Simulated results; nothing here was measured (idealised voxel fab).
The process module presented herein is designated voxel wiring stack.
We display cut, a cross-section 290 nm in width whose square cells are each 5 nm.
Each cross-section below is a grid of square cells, stated as bands in top-down order, with one or more rows of cells making up each band. Per band: top height and bottom height in nm, followed by the left-to-right materials and their widths in nm; "edge to edge" marks a single material spanning edge to edge, "air" marks empty space. It should be noted that heights are counted from 0, beneath which the wafer as supplied is of one material throughout, and that the lowest band possesses no lower boundary but continues downward, as written in "top 0, no bottom". Think of "30..40" as a width that walks from the first number to the second as you go down the band, top row to bottom row, taking equal-sized steps from row to row. Given "no alteration" for a step, no cell of the cross-section differs between before and after that step. "Closed void catalog" contains a list of empty spaces, each no smaller than 8 cells and without an open way to the top, written in the form width x height at distance with the distance from the left edge and all three in nm. Anything after a step's settings on that line? It's the simulator's own note about the step. "overlay nm" on a masked step: distance the mask lay right of its planned place, negative for left.
plan
- 1: RECEIVE [material Si]
- 2: CONFORMAL_DEP [material SiO2] [thk nm 15]
- 3: CONFORMAL_DEP [material SiCN] [thk nm 5]
- 4: DIRECTIONAL_DEP [material lowk] [thk nm 20]
- 5: DIRECTIONAL_DEP [material aC] [thk nm 10]
- 6: PATTERN [tone open] [mask id METAL_1] [material resist] [width nm 30] [pitch nm 45] [thk nm 25] [overlay nm 0]
- 7: DIRECTIONAL_ETCH [etch materials aC] [depth nm 10]
- 8: STRIP [etch materials resist]
- 9: DIRECTIONAL_ETCH [etch materials lowk] [depth nm 20]
- 10: DIRECTIONAL_ETCH [etch materials SiCN] [depth nm 5]
- 11: STRIP [etch materials aC]
- 12: CONFORMAL_DEP [material TiN] [thk nm 5]
- 13: FILL_DEP [material Cu] [thk nm 10]
- 14: CMP [height nm 40]
- 15: CONFORMAL_DEP [material SiCN] [thk nm 5]
- 16: DIRECTIONAL_DEP [material SiO2] [thk nm 15]
- 17: PATTERN [tone open] [mask id PLUG_1] [material resist] [width nm 15] [pitch nm 45] [thk nm 15] [overlay nm 0]
- 18: DIRECTIONAL_ETCH [etch materials SiO2] [depth nm 15]
- 19: DIRECTIONAL_ETCH [etch materials SiCN] [depth nm 5]
- 20: STRIP [etch materials resist]
- 21: EPI [material Ru] [thk nm 10]
- 22: EPI [material Ru] [thk nm 10]
- 23: CONFORMAL_DEP [material SiCN] [thk nm 5]
- 24: DIRECTIONAL_DEP [material lowk] [thk nm 20]
- 25: MASKED_ETCH [tone open] [mask id METAL_2] [width nm 30] [pitch nm 45] [etch materials lowk] [depth nm 20] [overlay nm 0]
- 26: MASKED_ETCH [tone open] [mask id METAL_2] [width nm 30] [pitch nm 45] [etch materials SiCN] [depth nm 5] [overlay nm 0]
- 27: CONFORMAL_DEP [material TiN] [thk nm 5]
- 28: FILL_DEP [material W] [thk nm 10]
- 29: CMP [height nm 85]
- 30: CONFORMAL_DEP [material SiCN] [thk nm 5]
- 31: DIRECTIONAL_DEP [material lowk] [thk nm 25]
- 32: PATTERN [tone open] [mask id METAL_3_HOLES] [material resist] [width nm 15] [pitch nm 90] [thk nm 15] [overlay nm 0]
- 33: DIRECTIONAL_ETCH [etch materials lowk] [depth nm 25]
- 34: STRIP [etch materials resist]
- 35: DIRECTIONAL_DEP [material aC] [thk nm 15]
- 36: PATTERN [tone open] [mask id METAL_3] [material resist] [width nm 20] [pitch nm 45] [thk nm 35] [overlay nm 0]
- 37: DIRECTIONAL_ETCH [etch materials aC] [depth nm 15]
- 38: STRIP [etch materials resist]
- 39: DIRECTIONAL_ETCH [etch materials lowk] [depth nm 15]
- 40: DIRECTIONAL_ETCH [etch materials SiCN] [depth nm 5]
- 41: STRIP [etch materials aC]
- 42: CONFORMAL_DEP [material TiN] [thk nm 5]
- 43: FILL_DEP [material Cu] [thk nm 5]
- 44: CMP [height nm 115]
- 45: CONFORMAL_DEP [material SiCN] [thk nm 5]
varied across the wafers: width nm of step 36. The plan shows the first wafer's value. All wafers start alike
Cross-section: the first of several wafers in its as-received state, i.e. following step 1
top 0, no bottom  Si edge to edge
Closed void catalog: none
Cross-section after step 45, the final step of the module, for the first of several wafers
top 120, bottom 115  SiCN edge to edge
top 115, bottom 105  60 of lowk  5 of TiN  15 of Cu  5 of TiN  25 of lowk  5 of TiN  10 of Cu  5 of TiN  20 of lowk  5 of TiN  15 of Cu  5 of TiN  25 of lowk  5 of TiN  10 of Cu  5 of TiN  70 of lowk
top 105, bottom 100  60 of lowk  5 of TiN  5 of Cu  15 of TiN  25 of lowk  20 of TiN  20 of lowk  5 of TiN  5 of Cu  15 of TiN  25 of lowk  20 of TiN  70 of lowk
top 100, bottom 95  60 of lowk  5 of TiN  5 of Cu  5 of TiN  75 of lowk  5 of TiN  5 of Cu  5 of TiN  125 of lowk
top 95, bottom 90  60 of lowk  15 of TiN  75 of lowk  15 of TiN  125 of lowk
top 90, bottom 85  65 of SiCN  10 of TiN  80 of SiCN  10 of TiN  125 of SiCN
top 85, bottom 65  60 of lowk  5 of TiN  20 of W  5 of TiN  15 of lowk  5 of TiN  20 of W  5 of TiN  15 of lowk  5 of TiN  20 of W  5 of TiN  15 of lowk  5 of TiN  20 of W  5 of TiN  65 of lowk
top 65, bottom 60  60 of SiCN  30 of TiN  15 of SiCN  30 of TiN  15 of SiCN  30 of TiN  15 of SiCN  30 of TiN  65 of SiCN
top 60, bottom 45  60 of SiO2  15 of Ru  30 of SiO2  15 of Ru  30 of SiO2  15 of Ru  30 of SiO2  15 of Ru  80 of SiO2
top 45, bottom 40  60 of SiCN  15 of Ru  30 of SiCN  15 of Ru  30 of SiCN  15 of Ru  30 of SiCN  15 of Ru  80 of SiCN
top 40, bottom 20  60 of lowk  5 of TiN  20 of Cu  5 of TiN  15 of lowk  5 of TiN  20 of Cu  5 of TiN  15 of lowk  5 of TiN  20 of Cu  5 of TiN  15 of lowk  5 of TiN  20 of Cu  5 of TiN  65 of lowk
top 20, bottom 15  60 of SiCN  30 of TiN  15 of SiCN  30 of TiN  15 of SiCN  30 of TiN  15 of SiCN  30 of TiN  65 of SiCN
top 15, bottom 0  SiO2 edge to edge
top 0, no bottom  Si edge to edge
Closed void catalog: none
A cross-section through the last wafer at the close of the module
top 120, bottom 115  SiCN edge to edge
top 115, bottom 105  60 of lowk  5 of TiN  20 of Cu  5 of TiN  15 of lowk  5 of TiN  20 of Cu  5 of TiN  15 of lowk  5 of TiN  20 of Cu  5 of TiN  15 of lowk  5 of TiN  20 of Cu  5 of TiN  65 of lowk
top 105, bottom 100  60 of lowk  5 of TiN  5 of Cu  20 of TiN  15 of lowk  30 of TiN  15 of lowk  5 of TiN  5 of Cu  20 of TiN  15 of lowk  30 of TiN  65 of lowk
top 100, bottom 90  60 of lowk  5 of TiN  5 of Cu  5 of TiN  75 of lowk  5 of TiN  5 of Cu  5 of TiN  125 of lowk
top 90, bottom 85  60 of SiCN  15 of TiN  75 of SiCN  15 of TiN  125 of SiCN
top 85, bottom 65  60 of lowk  5 of TiN  20 of W  5 of TiN  15 of lowk  5 of TiN  20 of W  5 of TiN  15 of lowk  5 of TiN  20 of W  5 of TiN  15 of lowk  5 of TiN  20 of W  5 of TiN  65 of lowk
top 65, bottom 60  60 of SiCN  30 of TiN  15 of SiCN  30 of TiN  15 of SiCN  30 of TiN  15 of SiCN  30 of TiN  65 of SiCN
top 60, bottom 45  60 of SiO2  15 of Ru  30 of SiO2  15 of Ru  30 of SiO2  15 of Ru  30 of SiO2  15 of Ru  80 of SiO2
top 45, bottom 40  60 of SiCN  15 of Ru  30 of SiCN  15 of Ru  30 of SiCN  15 of Ru  30 of SiCN  15 of Ru  80 of SiCN
top 40, bottom 20  60 of lowk  5 of TiN  20 of Cu  5 of TiN  15 of lowk  5 of TiN  20 of Cu  5 of TiN  15 of lowk  5 of TiN  20 of Cu  5 of TiN  15 of lowk  5 of TiN  20 of Cu  5 of TiN  65 of lowk
top 20, bottom 15  60 of SiCN  30 of TiN  15 of SiCN  30 of TiN  15 of SiCN  30 of TiN  15 of SiCN  30 of TiN  65 of SiCN
top 15, bottom 0  SiO2 edge to edge
top 0, no bottom  Si edge to edge
Closed void catalog: none
For your reference, the table is organized with a row per wafer; each row reflects the wafer at the end of the module, indicating for each material the cells gained (+) or lost (-) since receipt, and thereafter its closed voids
width nm 20 | +88 Cu | +48 Ru | +226 SiCN | +312 SiO2 | +158 TiN | +64 W | +496 lowk | Closed void catalog: none
width nm 25 | +96 Cu | +48 Ru | +226 SiCN | +312 SiO2 | +162 TiN | +64 W | +484 lowk | Closed void catalog: none
width nm 30 | +102 Cu | +48 Ru | +224 SiCN | +312 SiO2 | +164 TiN | +64 W | +478 lowk | Closed void catalog: none
